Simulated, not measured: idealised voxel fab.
This is a process module. Its name is voxel self aligned vias.
Cross-section cut spans 210 nm and uses square cells 5 nm in size.
Notation: cross-section as square-cell grid; stated in bands, top first, going down; one or more cell rows per band.
Heads up on the band format: heights come first, top then bottom, in nm. After that it's the materials left to right, each with its width in nm. A single material flagged "throughout" fills the whole band edge to edge, and "blank" means there's empty space there.
Basically, 0 is our baseline, since under it the wafer straight out of the box is all one material. The bottom band has no lower end and keeps on going down, so it looks like "0 and below".
Note: "30..40" means the width goes from the first number (top row of the band) to the second number (bottom row) in equal steps per row of cells.
Where the words "no alteration" appear for a step, the cross-section shows no cell changed by that step; every cell remained as before.
Reported under the label "Listed closed voids" are the empty spaces having no open way to the top and comprising 8 cells or more; the notation for each is width x height at distance, in which the distance is measured from the left edge and all three values are in nm.
Formally, on a step line, whatever follows the settings is a remark that the simulator itself makes on the step.
overlay nm: right-of-plan distance of the mask on a masked step; negative values mean left-of-plan.

Process steps (planned):
1 RECEIVE,material Si
2 CONFORMAL_DEP,material SiO2,thk nm 15
3 CONFORMAL_DEP,material SiCN,thk nm 5
4 DIRECTIONAL_DEP,material SiO2,thk nm 20
5 PATTERN,tone open,mask id LINES,material resist,width nm 30,pitch nm 80,thk nm 15,overlay nm 0
6 DIRECTIONAL_ETCH,etch materials SiO2,depth nm 20
7 STRIP,etch materials resist
8 CONFORMAL_DEP,material TiN,thk nm 5
9 FILL_DEP,material Ru,thk nm 5
10 CMP,height nm 40
11 SELECTIVE_ETCH,etch materials W Ru TiN,depth nm 5
12 FILL_DEP,material SiN,thk nm 10
13 CMP,height nm 40
14 DIRECTIONAL_DEP,material SiO2,thk nm 15
15 MASKED_ETCH,tone open,mask id VIAS,width nm 50,pitch nm 80,etch materials SiO2,depth nm 15,overlay nm 0
16 MASKED_ETCH,tone open,mask id VIAS,width nm 50,pitch nm 80,etch materials SiN,depth nm 5,overlay nm 0
17 CONFORMAL_DEP,material TiN,thk nm 5
18 FILL_DEP,material Cu,thk nm 5
19 CMP,height nm 55
20 CONFORMAL_DEP,material SiCN,thk nm 5

First of two wafers, processed according to plan:

As received (post step 1): cross-section:
	0 and below: Si throughout
	Listed closed voids: none

After step 2: wafer cross-section:
	15 down to 0: SiO2 throughout
	Below a height of 0, the structure has not been altered.

After step 3: wafer cross-section:
	20 down to 15: SiCN throughout
	Below a height of 15, the structure has not been altered.

After step 4: wafer cross-section:
	40 down to 20: SiO2 throughout
	Below a height of 20, the structure has not been altered.

After step 5: wafer cross-section:
	55 down to 40: 50 nm resist  30 nm blank  50 nm resist  30 nm blank  50 nm resist
	Below a height of 40, the structure has not been altered.

After step 6: wafer cross-section:
	55 down to 40: 50 nm resist  30 nm blank  50 nm resist  30 nm blank  50 nm resist
	40 down to 20: 50 nm SiO2  30 nm blank  50 nm SiO2  30 nm blank  50 nm SiO2
	Below a height of 20, the structure has not been altered.

After step 7: wafer cross-section:
	40 down to 20: 50 nm SiO2  30 nm blank  50 nm SiO2  30 nm blank  50 nm SiO2
	Below a height of 20, the structure has not been altered.

After step 8: wafer cross-section:
	45 down to 40: 55 nm TiN  20 nm blank  60 nm TiN  20 nm blank  55 nm TiN
	40 down to 25: 50 nm SiO2  5 nm TiN  20 nm blank  5 nm TiN  50 nm SiO2  5 nm TiN  20 nm blank  5 nm TiN  50 nm SiO2
	25 down to 20: 50 nm SiO2  30 nm TiN  50 nm SiO2  30 nm TiN  50 nm SiO2
	Below a height of 20, the structure has not been altered.

After step 9: wafer cross-section:
	50 down to 45: Ru throughout
	45 down to 40: 55 nm TiN  20 nm Ru  60 nm TiN  20 nm Ru  55 nm TiN
	40 down to 25: 50 nm SiO2  5 nm TiN  20 nm Ru  5 nm TiN  50 nm SiO2  5 nm TiN  20 nm Ru  5 nm TiN  50 nm SiO2
	Below a height of 25, the structure has not been altered.

After step 10: wafer cross-section:
	40 down to 25: 50 nm SiO2  5 nm TiN  20 nm Ru  5 nm TiN  50 nm SiO2  5 nm TiN  20 nm Ru  5 nm TiN  50 nm SiO2
	Below a height of 25, the structure has not been altered.

After step 11: wafer cross-section:
	40 down to 35: 50 nm SiO2  30 nm blank  50 nm SiO2  30 nm blank  50 nm SiO2
	Below a height of 35, the structure has not been altered.

After step 12: wafer cross-section:
	50 down to 40: SiN throughout
	40 down to 35: 50 nm SiO2  30 nm SiN  50 nm SiO2  30 nm SiN  50 nm SiO2
	Below a height of 35, the structure has not been altered.

After step 13: wafer cross-section:
	40 down to 35: 50 nm SiO2  30 nm SiN  50 nm SiO2  30 nm SiN  50 nm SiO2
	Below a height of 35, the structure has not been altered.

After step 14: wafer cross-section:
	55 down to 40: SiO2 throughout
	Below a height of 40, the structure has not been altered.

After step 15: wafer cross-section:
	55 down to 40: 40 nm SiO2  50 nm blank  30 nm SiO2  50 nm blank  40 nm SiO2
	Below a height of 40, the structure has not been altered.

After step 16: wafer cross-section:
	55 down to 40: 40 nm SiO2  50 nm blank  30 nm SiO2  50 nm blank  40 nm SiO2
	40 down to 35: 50 nm SiO2  30 nm blank  50 nm SiO2  30 nm blank  50 nm SiO2
	Below a height of 35, the structure has not been altered.

After step 17: wafer cross-section:
	60 down to 55: 45 nm TiN  40 nm blank  40 nm TiN  40 nm blank  45 nm TiN
	55 down to 45: 40 nm SiO2  5 nm TiN  40 nm blank  5 nm TiN  30 nm SiO2  5 nm TiN  40 nm blank  5 nm TiN  40 nm SiO2
	45 down to 40: 40 nm SiO2  15 nm TiN  20 nm blank  15 nm TiN  30 nm SiO2  15 nm TiN  20 nm blank  15 nm TiN  40 nm SiO2
	40 down to 35: 50 nm SiO2  30 nm TiN  50 nm SiO2  30 nm TiN  50 nm SiO2
	Below a height of 35, the structure has not been altered.

After step 18: wafer cross-section:
	65 down to 60: Cu throughout
	60 down to 55: 45 nm TiN  40 nm Cu  40 nm TiN  40 nm Cu  45 nm TiN
	55 down to 45: 40 nm SiO2  5 nm TiN  40 nm Cu  5 nm TiN  30 nm SiO2  5 nm TiN  40 nm Cu  5 nm TiN  40 nm SiO2
	45 down to 40: 40 nm SiO2  15 nm TiN  20 nm Cu  15 nm TiN  30 nm SiO2  15 nm TiN  20 nm Cu  15 nm TiN  40 nm SiO2
	Below a height of 40, the structure has not been altered.

After step 19: wafer cross-section:
	55 down to 45: 40 nm SiO2  5 nm TiN  40 nm Cu  5 nm TiN  30 nm SiO2  5 nm TiN  40 nm Cu  5 nm TiN  40 nm SiO2
	Below a height of 45, the structure has not been altered.

After step 20: wafer cross-section:
	60 down to 55: SiCN throughout
	Below a height of 55, the structure has not been altered.

The second wafer began exactly as the first did and followed the same plan, but one mistake was made while running it; through step 12 inclusive, the two wafers are identical:

Second wafer cross-section, taken as of the time the plan sets for step 13 to be done:
	30 down to 25: 50 nm SiO2  5 nm TiN  20 nm Ru  5 nm TiN  50 nm SiO2  5 nm TiN  20 nm Ru  5 nm TiN  50 nm SiO2
	Below a height of 25, the structure has not been altered.

Second wafer cross-section, taken as of the time the plan sets for step 14 to be done:
	45 down to 30: SiO2 throughout
	Below a height of 30, the structure has not been altered.

Second wafer cross-section, taken as of the time the plan sets for step 15 to be done:
	45 down to 30: 40 nm SiO2  50 nm blank  30 nm SiO2  50 nm blank  40 nm SiO2
	Below a height of 30, the structure has not been altered.

Second wafer cross-section, taken as of the time the plan sets for step 16 to be done: no alteration

Second wafer cross-section, taken as of the time the plan sets for step 17 to be done:
	50 down to 45: 45 nm TiN  40 nm blank  40 nm TiN  40 nm blank  45 nm TiN
	45 down to 35: 40 nm SiO2  5 nm TiN  40 nm blank  5 nm TiN  30 nm SiO2  5 nm TiN  40 nm blank  5 nm TiN  40 nm SiO2
	35 down to 30: 40 nm SiO2  50 nm TiN  30 nm SiO2  50 nm TiN  40 nm SiO2
	Below a height of 30, the structure has not been altered.

Second wafer cross-section, taken as of the time the plan sets for step 18 to be done:
	55 down to 50: Cu throughout
	50 down to 45: 45 nm TiN  40 nm Cu  40 nm TiN  40 nm Cu  45 nm TiN
	45 down to 35: 40 nm SiO2  5 nm TiN  40 nm Cu  5 nm TiN  30 nm SiO2  5 nm TiN  40 nm Cu  5 nm TiN  40 nm SiO2
	Below a height of 35, the structure has not been altered.

Second wafer cross-section, taken as of the time the plan sets for step 19 to be done: no alteration

Second wafer cross-section, taken as of the time the plan sets for step 20 to be done:
	60 down to 55: SiCN throughout
	Below a height of 55, the structure has not been altered.
Here's what went sideways: step 13 was run on a setting that differed from the plan, and what really ran there is CMP,height nm 30
Wafer comparison, final, in cells, second relative to first, materials more or fewer: +50 Cu; -8 Ru; -60 SiO2; +18 TiN
